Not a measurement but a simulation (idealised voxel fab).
process module | voxel wiring stack
cross-section cut | 195 nm wide | cells 5 nm
A cross-section is a grid of square cells, given in bands from the top down. A band is one or more rows of cells.
Each band's line starts with the height of the band's top and of its bottom, in nm. Then come its materials from left to right, each with its width in nm. One material with "throughout" fills the band from edge to edge. "air" is empty space.
Height 0 is the level under which the wafer as received is all one material. The lowest band goes on downwards, as in "0 down".
A width such as "30 to 40" changes by the same amount from each row of cells to the next, from the band's top row to its bottom row.
"no change" after a step means that no cell of the cross-section changed.
closed voids: empty space of 8 cells or more with no open way to the top, each as width x height at its distance from the left edge, in nm
after a step's settings: what the simulator itself notes on the step
overlay nm, on a step with a mask: how far to the right of its planned place the mask lay; to the left if negative
plan
1 op RECEIVE | material Si
2 op CONFORMAL_DEP | material SiO2 | thk nm 15
3 op CONFORMAL_DEP | material SiN | thk nm 5
4 op DIRECTIONAL_DEP | material lowk | thk nm 15
5 op PATTERN | tone open | mask id METAL_1 | material resist | width nm 30 | pitch nm 45 | thk nm 15 | overlay nm 0
6 op DIRECTIONAL_ETCH | etch materials lowk | depth nm 15
7 op DIRECTIONAL_ETCH | etch materials SiN | depth nm 5
8 op STRIP | etch materials resist
9 op CONFORMAL_DEP | material TiN | thk nm 5
10 op FILL_DEP | material Cu | thk nm 10
11 op CMP | height nm 35
12 op EPI | material Ru | thk nm 5
13 op FILL_DEP | material SiCN | thk nm 5
14 op DIRECTIONAL_DEP | material lowk | thk nm 15
15 op PATTERN | tone open | mask id PLUG_1 | material resist | width nm 15 | pitch nm 45 | thk nm 15 | overlay nm 0
16 op DIRECTIONAL_ETCH | etch materials lowk | depth nm 15
17 op DIRECTIONAL_ETCH | etch materials SiCN | depth nm 5
18 op STRIP | etch materials resist
19 op EPI | material Ru | thk nm 10
20 op EPI | material Ru | thk nm 10
21 op DIRECTIONAL_DEP | material TiN | thk nm 5
22 op DIRECTIONAL_DEP | material Ru | thk nm 20
23 op MASKED_ETCH | tone cover | mask id METAL_2 | width nm 30 | pitch nm 45 | etch materials Ru | depth nm 20 | overlay nm 0
24 op MASKED_ETCH | tone cover | mask id METAL_2 | width nm 30 | pitch nm 45 | etch materials TiN | depth nm 5 | overlay nm 0
25 op FILL_DEP | material SiO2 | thk nm 5
26 op CMP | height nm 85
27 op CONFORMAL_DEP | material SiCN | thk nm 5
28 op DIRECTIONAL_DEP | material SiO2 | thk nm 30
29 op PATTERN | tone open | mask id METAL_3 | material resist | width nm 30 | pitch nm 45 | thk nm 15 | overlay nm 0
30 op DIRECTIONAL_ETCH | etch materials SiO2 | depth nm 20
31 op STRIP | etch materials resist
32 op PATTERN | tone open | mask id METAL_3_HOLES | material resist | width nm 15 | pitch nm 90 | thk nm 15 | overlay nm 0
33 op DIRECTIONAL_ETCH | etch materials SiO2 | depth nm 10
34 op DIRECTIONAL_ETCH | etch materials SiCN | depth nm 5
35 op STRIP | etch materials resist
36 op CONFORMAL_DEP | material TiN | thk nm 5
37 op FILL_DEP | material Cu | thk nm 10
38 op CMP | height nm 120
39 op CONFORMAL_DEP | material SiCN | thk nm 5
as received, after step 1
  0 down: Si throughout
  closed voids: none
a wafer at the end: this start, this plan, one mistake
  125 to 120: SiCN throughout
  120 to 105: SiO2 15 | TiN 5 | Cu 20 | TiN 5 | SiO2 15 | TiN 5 | Cu 20 | TiN 5 | SiO2 15 | TiN 5 | Cu 20 | TiN 5 | SiO2 15 | TiN 5 | Cu 20 | TiN 5 | SiO2 15
  105 to 100: SiO2 15 | TiN 5 | Cu 10 | TiN 15 | SiO2 15 | TiN 30 | SiO2 15 | TiN 5 | Cu 10 | TiN 15 | SiO2 15 | TiN 30 | SiO2 15
  100 to 90: SiO2 15 | TiN 5 | Cu 10 | TiN 5 | SiO2 70 | TiN 5 | Cu 10 | TiN 5 | SiO2 70
  90 to 85: SiCN 15 | TiN 20 | SiCN 70 | TiN 20 | SiCN 70
  85 to 65: SiO2 15 | Ru 30 | SiO2 15 | Ru 30 | SiO2 15 | Ru 30 | SiO2 15 | Ru 30 | SiO2 15
  65 to 60: SiO2 15 | TiN 30 | SiO2 15 | TiN 30 | SiO2 15 | TiN 30 | SiO2 15 | TiN 30 | SiO2 15
  60 to 45: lowk 15 | Ru 15 | lowk 30 | Ru 15 | lowk 30 | Ru 15 | lowk 30 | Ru 15 | lowk 30
  45 to 35: SiCN 15 to 10 | Ru 15 to 40 | SiCN 30 to 5 | Ru 15 to 40 | SiCN 30 to 5 | Ru 15 to 40 | SiCN 30 to 5 | Ru 15 to 40 | SiCN 30 to 10
  35 to 20: lowk 15 | TiN 5 | Cu 20 | TiN 5 | lowk 15 | TiN 5 | Cu 20 | TiN 5 | lowk 15 | TiN 5 | Cu 20 | TiN 5 | lowk 15 | TiN 5 | Cu 20 | TiN 5 | lowk 15
  20 to 15: SiN 15 | TiN 30 | SiN 15 | TiN 30 | SiN 15 | TiN 30 | SiN 15 | TiN 30 | SiN 15
  15 to 0: SiO2 throughout
  0 down: Si throughout
  closed voids: none
what went wrong: step 32 ran as: op PATTERN | tone open | mask id METAL_3_HOLES | material resist | width nm 20 | pitch nm 90 | thk nm 15 | overlay nm 0
